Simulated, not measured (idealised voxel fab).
The process module that follows is named voxel wiring stack.
We display cut, a cross-section 240 nm in width whose square cells are each 5 nm.
Cross-sections here: square-cell grids, written as top-down lists of bands, a band being one or more rows of cells. Within each band entry, the heights of the top and of the bottom of the band appear first, in that order and in nm; the materials of the band then follow from left to right, each with its corresponding width in nm. The designation "throughout" on a single material indicates that it fills the band from edge to edge; the designation "air" indicates empty space. Heights are measured from 0, the level below which the as-received wafer is all one material; the lowest band has no bottom and continues downward, written as in "0..down". When a width is written as two numbers, as in "30->40", the first number is the width in the top row of cells of the band and the second is the width in its bottom row, and the width changes by the same amount from each row to the next. When a step is marked "stayed the same", none of the cells in the cross-section changed during that step. Any empty space of 8 cells or more lacking an open way to the top shows up in "Enclosed cavities" as width x height at distance, distance from the left edge, in nm. On each step's line, the part that comes after the settings is the simulator's own comment on the step. The "overlay nm" setting may appear on a step's line; for a step that uses a mask, it gives how far to the right of its planned position the mask lay, and a negative value indicates the left.
[Planned process steps]
1,RECEIVE, material Si
2,CONFORMAL_DEP, material SiO2, thk nm 10
3,DIRECTIONAL_DEP, material TiN, thk nm 5
4,DIRECTIONAL_DEP, material Ru, thk nm 15
5,PATTERN, tone cover, mask id METAL_1, material resist, width nm 25, pitch nm 40, thk nm 15, overlay nm 0
6,DIRECTIONAL_ETCH, etch materials Ru, depth nm 15
7,DIRECTIONAL_ETCH, etch materials TiN, depth nm 5
8,STRIP, etch materials resist
9,CONFORMAL_DEP, material SiN, thk nm 5
10,FILL_DEP, material SiO2, thk nm 10
11,CMP, height nm 30
12,CONFORMAL_DEP, material SiCN, thk nm 5
13,DIRECTIONAL_DEP, material SiO2, thk nm 35
14,MASKED_ETCH, tone open, mask id METAL_2, width nm 25, pitch nm 40, etch materials SiO2, depth nm 20, overlay nm 0
15,DIRECTIONAL_DEP, material aC, thk nm 15
16,PATTERN, tone open, mask id METAL_2_HOLES, material resist, width nm 15, pitch nm 40, thk nm 30, overlay nm 0
17,DIRECTIONAL_ETCH, etch materials aC, depth nm 15
18,STRIP, etch materials resist
19,DIRECTIONAL_ETCH, etch materials SiO2, depth nm 15
20,DIRECTIONAL_ETCH, etch materials SiCN, depth nm 5
21,STRIP, etch materials aC
22,CONFORMAL_DEP, material TiN, thk nm 5
23,FILL_DEP, material Cu, thk nm 10
24,CMP, height nm 70
25,CONFORMAL_DEP, material SiCN, thk nm 5
26,DIRECTIONAL_DEP, material lowk, thk nm 20
27,PATTERN, tone open, mask id PLUG_2, material resist, width nm 15, pitch nm 80, thk nm 20, overlay nm 0
28,DIRECTIONAL_ETCH, etch materials lowk, depth nm 20
29,DIRECTIONAL_ETCH, etch materials SiCN, depth nm 5
30,STRIP, etch materials resist
31,EPI, material Ru, thk nm 10
32,EPI, material Ru, thk nm 10
33,EPI, material Ru, thk nm 5
34,DIRECTIONAL_DEP, material TiN, thk nm 5
35,DIRECTIONAL_DEP, material W, thk nm 15
36,PATTERN, tone cover, mask id METAL_3, material resist, width nm 25, pitch nm 40, thk nm 20, overlay nm 0
37,DIRECTIONAL_ETCH, etch materials W, depth nm 15
38,DIRECTIONAL_ETCH, etch materials TiN, depth nm 5
39,STRIP, etch materials resist
40,CONFORMAL_DEP, material SiCN, thk nm 5
41,FILL_DEP, material SiO2, thk nm 10
42,CMP, height nm 115
43,CONFORMAL_DEP, material SiCN, thk nm 5
[First wafer, two in total, run as planned]
[Cross-section of the wafer as it came to us, i.e., already through step 1]
* 0..down  Si throughout
* Enclosed cavities: none
[How the wafer stands in section after step 2]
* 10..0  SiO2 throughout
* Rest of section, below 0: as before.
[How the wafer stands in section after step 3]
* 15..10  TiN throughout
* Rest of section, below 10: as before.
[How the wafer stands in section after step 4]
* 30..15  Ru throughout
* Rest of section, below 15: as before.
[How the wafer stands in section after step 5]
* 45..30  air (45); resist (25); air (15); resist (25); air (15); resist (25); air (15); resist (25); air (50)
* Rest of section, below 30: as before.
[How the wafer stands in section after step 6]
* 45..30  air (45); resist (25); air (15); resist (25); air (15); resist (25); air (15); resist (25); air (50)
* 30..15  air (45); Ru (25); air (15); Ru (25); air (15); Ru (25); air (15); Ru (25); air (50)
* Rest of section, below 15: as before.
[How the wafer stands in section after step 7]
* 45..30  air (45); resist (25); air (15); resist (25); air (15); resist (25); air (15); resist (25); air (50)
* 30..15  air (45); Ru (25); air (15); Ru (25); air (15); Ru (25); air (15); Ru (25); air (50)
* 15..10  air (45); TiN (25); air (15); TiN (25); air (15); TiN (25); air (15); TiN (25); air (50)
* Rest of section, below 10: as before.
[How the wafer stands in section after step 8]
* 30..15  air (45); Ru (25); air (15); Ru (25); air (15); Ru (25); air (15); Ru (25); air (50)
* Rest of section, below 15: as before.
[How the wafer stands in section after step 9]
* 35..30  air (40); SiN (35); air (5); SiN (35); air (5); SiN (35); air (5); SiN (35); air (45)
* 30..15  air (40); SiN (5); Ru (25); SiN (5); air (5); SiN (5); Ru (25); SiN (5); air (5); SiN (5); Ru (25); SiN (5); air (5); SiN (5); Ru (25); SiN (5); air (45)
* 15..10  SiN (45); TiN (25); SiN (15); TiN (25); SiN (15); TiN (25); SiN (15); TiN (25); SiN (50)
* Rest of section, below 10: as before.
[How the wafer stands in section after step 10]
* 45..35  SiO2 throughout
* 35..30  SiO2 (40); SiN (35); SiO2 (5); SiN (35); SiO2 (5); SiN (35); SiO2 (5); SiN (35); SiO2 (45)
* 30..15  SiO2 (40); SiN (5); Ru (25); SiN (5); SiO2 (5); SiN (5); Ru (25); SiN (5); SiO2 (5); SiN (5); Ru (25); SiN (5); SiO2 (5); SiN (5); Ru (25); SiN (5); SiO2 (45)
* Rest of section, below 15: as before.
[How the wafer stands in section after step 11]
* 30..15  SiO2 (40); SiN (5); Ru (25); SiN (5); SiO2 (5); SiN (5); Ru (25); SiN (5); SiO2 (5); SiN (5); Ru (25); SiN (5); SiO2 (5); SiN (5); Ru (25); SiN (5); SiO2 (45)
* Rest of section, below 15: as before.
[How the wafer stands in section after step 12]
* 35..30  SiCN throughout
* Rest of section, below 30: as before.
[How the wafer stands in section after step 13]
* 70..35  SiO2 throughout
* Rest of section, below 35: as before.
[How the wafer stands in section after step 14]
* 70..50  SiO2 (45); air (25); SiO2 (15); air (25); SiO2 (15); air (25); SiO2 (15); air (25); SiO2 (50)
* Rest of section, below 50: as before.
[How the wafer stands in section after step 15]
* 85..70  aC (45); air (25); aC (15); air (25); aC (15); air (25); aC (15); air (25); aC (50)
* 70..65  SiO2 (45); air (25); SiO2 (15); air (25); SiO2 (15); air (25); SiO2 (15); air (25); SiO2 (50)
* 65..50  SiO2 (45); aC (25); SiO2 (15); aC (25); SiO2 (15); aC (25); SiO2 (15); aC (25); SiO2 (50)
* Rest of section, below 50: as before.
[How the wafer stands in section after step 16]
* 115..85  resist (45); air (15); resist (25); air (15); resist (25); air (15); resist (25); air (15); resist (60)
* 85..70  aC (45); air (15); resist (10); aC (15); air (15); resist (10); aC (15); air (15); resist (10); aC (15); air (15); resist (10); aC (50)
* 70..65  SiO2 (45); air (15); resist (10); SiO2 (15); air (15); resist (10); SiO2 (15); air (15); resist (10); SiO2 (15); air (15); resist (10); SiO2 (50)
* Rest of section, below 65: as before.
[How the wafer stands in section after step 17]
* 100..85  resist (45); air (15); resist (25); air (15); resist (25); air (15); resist (25); air (15); resist (60)
* 85..70  aC (45); air (15); resist (10); aC (15); air (15); resist (10); aC (15); air (15); resist (10); aC (15); air (15); resist (10); aC (50)
* 70..65  SiO2 (45); air (15); resist (10); SiO2 (15); air (15); resist (10); SiO2 (15); air (15); resist (10); SiO2 (15); air (15); resist (10); SiO2 (50)
* 65..50  SiO2 (45); air (15); aC (10); SiO2 (15); air (15); aC (10); SiO2 (15); air (15); aC (10); SiO2 (15); air (15); aC (10); SiO2 (50)
* Rest of section, below 50: as before.
[How the wafer stands in section after step 18]
* 85..70  aC (45); air (25); aC (15); air (25); aC (15); air (25); aC (15); air (25); aC (50)
* 70..65  SiO2 (45); air (25); SiO2 (15); air (25); SiO2 (15); air (25); SiO2 (15); air (25); SiO2 (50)
* Rest of section, below 65: as before.
[How the wafer stands in section after step 19]
* 85..70  aC (45); air (25); aC (15); air (25); aC (15); air (25); aC (15); air (25); aC (50)
* 70..65  SiO2 (45); air (25); SiO2 (15); air (25); SiO2 (15); air (25); SiO2 (15); air (25); SiO2 (50)
* 65..50  SiO2 (45); air (15); aC (10); SiO2 (15); air (15); aC (10); SiO2 (15); air (15); aC (10); SiO2 (15); air (15); aC (10); SiO2 (50)
* 50..35  SiO2 (45); air (15); SiO2 (25); air (15); SiO2 (25); air (15); SiO2 (25); air (15); SiO2 (60)
* Rest of section, below 35: as before.
[How the wafer stands in section after step 20]
* 85..70  aC (45); air (25); aC (15); air (25); aC (15); air (25); aC (15); air (25); aC (50)
* 70..65  SiO2 (45); air (25); SiO2 (15); air (25); SiO2 (15); air (25); SiO2 (15); air (25); SiO2 (50)
* 65..50  SiO2 (45); air (15); aC (10); SiO2 (15); air (15); aC (10); SiO2 (15); air (15); aC (10); SiO2 (15); air (15); aC (10); SiO2 (50)
* 50..35  SiO2 (45); air (15); SiO2 (25); air (15); SiO2 (25); air (15); SiO2 (25); air (15); SiO2 (60)
* 35..30  SiCN (45); air (15); SiCN (25); air (15); SiCN (25); air (15); SiCN (25); air (15); SiCN (60)
* Rest of section, below 30: as before.
[How the wafer stands in section after step 21]
* 70..50  SiO2 (45); air (25); SiO2 (15); air (25); SiO2 (15); air (25); SiO2 (15); air (25); SiO2 (50)
* Rest of section, below 50: as before.
[How the wafer stands in section after step 22]
* 75..70  TiN (50); air (15); TiN (25); air (15); TiN (25); air (15); TiN (25); air (15); TiN (55)
* 70..55  SiO2 (45); TiN (5); air (15); TiN (5); SiO2 (15); TiN (5); air (15); TiN (5); SiO2 (15); TiN (5); air (15); TiN (5); SiO2 (15); TiN (5); air (15); TiN (5); SiO2 (50)
* 55..50  SiO2 (45); TiN (5); air (5); TiN (15); SiO2 (15); TiN (5); air (5); TiN (15); SiO2 (15); TiN (5); air (5); TiN (15); SiO2 (15); TiN (5); air (5); TiN (15); SiO2 (50)
* 50..35  SiO2 (45); TiN (5); air (5); TiN (5); SiO2 (25); TiN (5); air (5); TiN (5); SiO2 (25); TiN (5); air (5); TiN (5); SiO2 (25); TiN (5); air (5); TiN (5); SiO2 (60)
* 35..30  SiCN (45); TiN (15); SiCN (25); TiN (15); SiCN (25); TiN (15); SiCN (25); TiN (15); SiCN (60)
* Rest of section, below 30: as before.
[How the wafer stands in section after step 23]
* 85..75  Cu throughout
* 75..70  TiN (50); Cu (15); TiN (25); Cu (15); TiN (25); Cu (15); TiN (25); Cu (15); TiN (55)
* 70..55  SiO2 (45); TiN (5); Cu (15); TiN (5); SiO2 (15); TiN (5); Cu (15); TiN (5); SiO2 (15); TiN (5); Cu (15); TiN (5); SiO2 (15); TiN (5); Cu (15); TiN (5); SiO2 (50)
* 55..50  SiO2 (45); TiN (5); Cu (5); TiN (15); SiO2 (15); TiN (5); Cu (5); TiN (15); SiO2 (15); TiN (5); Cu (5); TiN (15); SiO2 (15); TiN (5); Cu (5); TiN (15); SiO2 (50)
* 50..35  SiO2 (45); TiN (5); Cu (5); TiN (5); SiO2 (25); TiN (5); Cu (5); TiN (5); SiO2 (25); TiN (5); Cu (5); TiN (5); SiO2 (25); TiN (5); Cu (5); TiN (5); SiO2 (60)
* Rest of section, below 35: as before.
[How the wafer stands in section after step 24]
* 70..55  SiO2 (45); TiN (5); Cu (15); TiN (5); SiO2 (15); TiN (5); Cu (15); TiN (5); SiO2 (15); TiN (5); Cu (15); TiN (5); SiO2 (15); TiN (5); Cu (15); TiN (5); SiO2 (50)
* Rest of section, below 55: as before.
[How the wafer stands in section after step 25]
* 75..70  SiCN throughout
* Rest of section, below 70: as before.
[How the wafer stands in section after step 26]
* 95..75  lowk throughout
* Rest of section, below 75: as before.
[How the wafer stands in section after step 27]
* 115..95  resist (45); air (15); resist (65); air (15); resist (100)
* Rest of section, below 95: as before.
[How the wafer stands in section after step 28]
* 115..95  resist (45); air (15); resist (65); air (15); resist (100)
* 95..75  lowk (45); air (15); lowk (65); air (15); lowk (100)
* Rest of section, below 75: as before.
[How the wafer stands in section after step 29]
* 115..95  resist (45); air (15); resist (65); air (15); resist (100)
* 95..75  lowk (45); air (15); lowk (65); air (15); lowk (100)
* 75..70  SiCN (45); air (15); SiCN (65); air (15); SiCN (100)
* Rest of section, below 70: as before.
[How the wafer stands in section after step 30]
* 95..75  lowk (45); air (15); lowk (65); air (15); lowk (100)
* Rest of section, below 75: as before.
[How the wafer stands in section after step 31]
* 95..80  lowk (45); air (15); lowk (65); air (15); lowk (100)
* 80..75  lowk (45); Ru (15); lowk (65); Ru (15); lowk (100)
* 75..70  SiCN (45); Ru (15); SiCN (65); Ru (15); SiCN (100)
* Rest of section, below 70: as before.
[How the wafer stands in section after step 32]
* 95..90  lowk (45); air (15); lowk (65); air (15); lowk (100)
* 90..75  lowk (45); Ru (15); lowk (65); Ru (15); lowk (100)
* Rest of section, below 75: as before.
[How the wafer stands in section after step 33]
* 95..75  lowk (45); Ru (15); lowk (65); Ru (15); lowk (100)
* Rest of section, below 75: as before.
[How the wafer stands in section after step 34]
* 100..95  TiN throughout
* Rest of section, below 95: as before.
[How the wafer stands in section after step 35]
* 115..100  W throughout
* Rest of section, below 100: as before.
[How the wafer stands in section after step 36]
* 135..115  air (45); resist (25); air (15); resist (25); air (15); resist (25); air (15); resist (25); air (50)
* Rest of section, below 115: as before.
[How the wafer stands in section after step 37]
* 135..115  air (45); resist (25); air (15); resist (25); air (15); resist (25); air (15); resist (25); air (50)
* 115..100  air (45); W (25); air (15); W (25); air (15); W (25); air (15); W (25); air (50)
* Rest of section, below 100: as before.
[How the wafer stands in section after step 38]
* 135..115  air (45); resist (25); air (15); resist (25); air (15); resist (25); air (15); resist (25); air (50)
* 115..100  air (45); W (25); air (15); W (25); air (15); W (25); air (15); W (25); air (50)
* 100..95  air (45); TiN (25); air (15); TiN (25); air (15); TiN (25); air (15); TiN (25); air (50)
* Rest of section, below 95: as before.
[How the wafer stands in section after step 39]
* 115..100  air (45); W (25); air (15); W (25); air (15); W (25); air (15); W (25); air (50)
* Rest of section, below 100: as before.
[How the wafer stands in section after step 40]
* 120..115  air (40); SiCN (35); air (5); SiCN (35); air (5); SiCN (35); air (5); SiCN (35); air (45)
* 115..100  air (40); SiCN (5); W (25); SiCN (5); air (5); SiCN (5); W (25); SiCN (5); air (5); SiCN (5); W (25); SiCN (5); air (5); SiCN (5); W (25); SiCN (5); air (45)
* 100..95  SiCN (45); TiN (25); SiCN (15); TiN (25); SiCN (15); TiN (25); SiCN (15); TiN (25); SiCN (50)
* Rest of section, below 95: as before.
[How the wafer stands in section after step 41]
* 130..120  SiO2 throughout
* 120..115  SiO2 (40); SiCN (35); SiO2 (5); SiCN (35); SiO2 (5); SiCN (35); SiO2 (5); SiCN (35); SiO2 (45)
* 115..100  SiO2 (40); SiCN (5); W (25); SiCN (5); SiO2 (5); SiCN (5); W (25); SiCN (5); SiO2 (5); SiCN (5); W (25); SiCN (5); SiO2 (5); SiCN (5); W (25); SiCN (5); SiO2 (45)
* Rest of section, below 100: as before.
[How the wafer stands in section after step 42]
* 115..100  SiO2 (40); SiCN (5); W (25); SiCN (5); SiO2 (5); SiCN (5); W (25); SiCN (5); SiO2 (5); SiCN (5); W (25); SiCN (5); SiO2 (5); SiCN (5); W (25); SiCN (5); SiO2 (45)
* Rest of section, below 100: as before.
[How the wafer stands in section after step 43]
* 120..115  SiCN throughout
* Rest of section, below 115: as before.
[Second wafer, same starting conditions and recipe as the first, one mistake in executing it, nothing differs from the first up to and including step 33]
Second wafer shown in cross-section at the time step 34 was slated to end: stayed the same
[Second wafer shown in cross-section at the time step 35 was slated to end]
* 110..95  W throughout
* Rest of section, below 95: as before.
[Second wafer shown in cross-section at the time step 36 was slated to end]
* 130..110  air (45); resist (25); air (15); resist (25); air (15); resist (25); air (15); resist (25); air (50)
* Rest of section, below 110: as before.
[Second wafer shown in cross-section at the time step 37 was slated to end]
* 130..110  air (45); resist (25); air (15); resist (25); air (15); resist (25); air (15); resist (25); air (50)
* 110..95  air (45); W (25); air (15); W (25); air (15); W (25); air (15); W (25); air (50)
* Rest of section, below 95: as before.
Second wafer shown in cross-section at the time step 38 was slated to end: stayed the same
[Second wafer shown in cross-section at the time step 39 was slated to end]
* 110..95  air (45); W (25); air (15); W (25); air (15); W (25); air (15); W (25); air (50)
* Rest of section, below 95: as before.
[Second wafer shown in cross-section at the time step 40 was slated to end]
* 115..110  air (40); SiCN (35); air (5); SiCN (35); air (5); SiCN (35); air (5); SiCN (35); air (45)
* 110..100  air (40); SiCN (5); W (25); SiCN (5); air (5); SiCN (5); W (25); SiCN (5); air (5); SiCN (5); W (25); SiCN (5); air (5); SiCN (5); W (25); SiCN (5); air (45)
* 100..95  SiCN (45); W (25); SiCN (15); W (25); SiCN (15); W (25); SiCN (15); W (25); SiCN (50)
* Rest of section, below 95: as before.
[Second wafer shown in cross-section at the time step 41 was slated to end]
* 125..115  SiO2 throughout
* 115..110  SiO2 (40); SiCN (35); SiO2 (5); SiCN (35); SiO2 (5); SiCN (35); SiO2 (5); SiCN (35); SiO2 (45)
* 110..100  SiO2 (40); SiCN (5); W (25); SiCN (5); SiO2 (5); SiCN (5); W (25); SiCN (5); SiO2 (5); SiCN (5); W (25); SiCN (5); SiO2 (5); SiCN (5); W (25); SiCN (5); SiO2 (45)
* Rest of section, below 100: as before.
[Second wafer shown in cross-section at the time step 42 was slated to end]
* 115..110  SiO2 (40); SiCN (35); SiO2 (5); SiCN (35); SiO2 (5); SiCN (35); SiO2 (5); SiCN (35); SiO2 (45)
* Rest of section, below 110: as before.
[Second wafer shown in cross-section at the time step 43 was slated to end]
* 120..115  SiCN throughout
* Rest of section, below 115: as before.
So what did we get wrong on this run? heads up, step 34 of the plan was skipped and never actually ran
Wrapping up, a cell-based count of both wafers puts the second over or under the first for these materials: 20 more of SiCN, 20 fewer of TiN
